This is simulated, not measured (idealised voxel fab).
Module name: voxel local oxidation (process module)
Section shown: cut. Width: 265 nm. Cell size: 5 nm, square.
The cross-sections in this document take the form of a grid made of square cells. They are written out as bands, in order from top to bottom. Each band consists of one or more rows of cells. Band: top and bottom heights (nm) first, top before bottom; then materials from left to right, widths in nm. "everywhere" marks a sole material filling the band edge to edge. "air" denotes empty space. The level at which height equals 0 is the one under which the wafer, as it arrives, is entirely one material. No lower edge exists for the bottom band, which continues downward and is notated as in "0 and below". With a width like "30 to 40", each row of cells in the band differs from the next by the same amount, the top row carrying the first number and the bottom row the second. Given "no modifications" for a step, no cell of the cross-section differs between before and after that step. The list in "Closed-off voids" covers empty spaces of 8 cells or more that cannot reach the top through any open way, and it gives each as width x height at distance; the distance is from the left edge, and width, height and distance are in nm. Whatever follows a step's settings on its line is a remark the simulator itself makes about that step. The "overlay nm" setting may appear on a step's line; for a step that uses a mask, it gives how far to the right of its planned position the mask lay, and a negative value indicates the left.

**plan**
1: RECEIVE (material Si)
2: OXIDIZE (depth nm 5)
3: CONFORMAL_DEP (material SiN; thk nm 10)
4: MASKED_ETCH (tone cover; mask id ACTIVE; width nm 130; etch materials SiN; depth nm 10; overlay nm -15)
5: SELECTIVE_ETCH (etch materials SiO2; depth nm 5)
6: OXIDIZE (depth nm 15)
7: STRIP (etch materials SiN)
The plan shows the overlay nm of step 4 as the first wafer had it; this setting differs between the wafers, which start out alike.

**Cross-section of the first of several wafers on receipt, reflecting completion of step 1**
  0 and below = Si everywhere
  Closed-off voids: none

**Wafer rows, end of module: cells per material gained (+) or lost (-) since receipt; closed voids last**
overlay nm -15 | -158 Si | +129 SiO2 | Closed-off voids: none
overlay nm -10 | -158 Si | +129 SiO2 | Closed-off voids: none
overlay nm -5 | -158 Si | +129 SiO2 | Closed-off voids: none
overlay nm 0 | -158 Si | +129 SiO2 | Closed-off voids: none
overlay nm 5 | -158 Si | +129 SiO2 | Closed-off voids: none
overlay nm 10 | -158 Si | +129 SiO2 | Closed-off voids: none
overlay nm 15 | -158 Si | +129 SiO2 | Closed-off voids: none
